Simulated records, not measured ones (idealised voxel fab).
Process module in this document: voxel gate over fins
Each square cell in cross-section cut measures 5 nm, and the section as a whole is 265 nm wide.
Cross-sections here: square-cell grids, written as top-down lists of bands, a band being one or more rows of cells. First you get the band's top height and its bottom height, in nm, and then the materials it's made of, left to right, with each width in nm. If you see a single material with "full width", that one covers the band edge to edge. "air" is empty space. All heights in this document are referenced to 0, defined as the level beneath which the wafer, as received, consists entirely of one material. The lowest band is not bounded below; it extends indefinitely downward and is written in the form "0..down". A two-number width, for instance "30..40", indicates that the width is equal to the first number in the top row of the band and to the second number in the bottom row, and that it changes by a constant amount per row of cells. It should be understood that the words "no change occurred", when stated for a given step, signify that the cross-section underwent no change in any of its cells during that step. "Closed cavity list" enumerates empty spaces isolated from the top, with no open way to it, that contain at least 8 cells, giving each as width x height at distance from the left edge, all three in nm. after a step's settings: what the simulator itself notes on the step. overlay nm: on a step with a mask, how far right of its planned place the mask lay; negative means left.
Intended process steps
1) RECEIVE, material Si
2) CONFORMAL_DEP, material SiN, thk nm 10
3) DIRECTIONAL_DEP, material aC, thk nm 10
4) PATTERN, tone cover, mask id FINS, material resist, width nm 15, pitch nm 50, thk nm 30, overlay nm 0
5) DIRECTIONAL_ETCH, etch materials aC, depth nm 10
6) STRIP, etch materials resist
7) DIRECTIONAL_ETCH, etch materials SiN, depth nm 10
8) DIRECTIONAL_ETCH, etch materials Si, depth nm 30
9) STRIP, etch materials aC
10) FILL_DEP, material SiO2, thk nm 10
11) CMP, height nm 10
12) PATTERN, tone open, mask id RAIL, material resist, width nm 15, thk nm 20, overlay nm 0
13) DIRECTIONAL_ETCH, etch materials SiO2, depth nm 35
14) STRIP, etch materials resist
15) CONFORMAL_DEP, material TiN, thk nm 5
16) FILL_DEP, material W, thk nm 10
17) CMP, height nm 10
18) SELECTIVE_ETCH, etch materials W Ru TiN, depth nm 25
19) FILL_DEP, material SiO2, thk nm 5
20) CMP, height nm 10
21) SELECTIVE_ETCH, etch materials SiO2, depth nm 20
22) STRIP, etch materials SiN
23) CONFORMAL_DEP, material HfO2, thk nm 5
24) CONFORMAL_DEP, material TiN, thk nm 5
25) FILL_DEP, material W, thk nm 15
26) CMP, height nm 20
27) CONFORMAL_DEP, material SiCN, thk nm 5
Cross-section: wafer on arrival = after step 1
* 0..down: Si full width
* Closed cavity list: none
Run as planned - first of the two wafers cross-sectioned at the end of the module
* 25..20: SiCN full width
* 20..10: W full width
* 10..5: 90 of W, 35 of TiN, 15 of W, 35 of TiN, 90 of W
* 5..0: 90 of W, 5 of TiN, 25 of HfO2, 5 of TiN, 15 of W, 5 of TiN, 25 of HfO2, 5 of TiN, 90 of W
* 0..-5: 95 of TiN, 5 of HfO2, 15 of Si, 5 of HfO2, 25 of TiN, 5 of HfO2, 15 of Si, 5 of HfO2, 95 of TiN
* -5..-10: 100 of HfO2, 15 of Si, 35 of HfO2, 15 of Si, 100 of HfO2
* -10..-15: 100 of SiO2, 15 of Si, 35 of SiO2, 15 of Si, 100 of SiO2
* -15..-20: 100 of SiO2, 15 of Si, 10 of SiO2, 5 of TiN, 5 of W, 5 of TiN, 10 of SiO2, 15 of Si, 100 of SiO2
* -20..-25: 100 of SiO2, 15 of Si, 10 of SiO2, 15 of TiN, 10 of SiO2, 15 of Si, 100 of SiO2
* -25..-30: 100 of SiO2, 15 of Si, 35 of SiO2, 15 of Si, 100 of SiO2
* -30..down: Si full width
* Closed cavity list: none
Now the second wafer, cross-sectioned at the end of the module. Nothing different at the start, nothing different in the plan compared with the first, just one mistake when it was actually run
* 25..20: SiCN full width
* 20..10: W full width
* 10..0: 90 of W, 35 of TiN, 15 of W, 35 of TiN, 90 of W
* 0..-10: 100 of TiN, 15 of Si, 35 of TiN, 15 of Si, 100 of TiN
* -10..-15: 100 of SiO2, 15 of Si, 35 of SiO2, 15 of Si, 100 of SiO2
* -15..-20: 100 of SiO2, 15 of Si, 10 of SiO2, 5 of TiN, 5 of W, 5 of TiN, 10 of SiO2, 15 of Si, 100 of SiO2
* -20..-25: 100 of SiO2, 15 of Si, 10 of SiO2, 15 of TiN, 10 of SiO2, 15 of Si, 100 of SiO2
* -25..-30: 100 of SiO2, 15 of Si, 35 of SiO2, 15 of Si, 100 of SiO2
* -30..down: Si full width
* Closed cavity list: none
Finding, execution versus plan: it should be noted that step 23 was executed with settings other than those planned, the operation and settings actually applied being CONFORMAL_DEP, material TiN, thk nm 5
Once processing is complete, comparing cell counts shows that the second wafer has more or fewer of certain materials than the first: -61 HfO2; +61 TiN
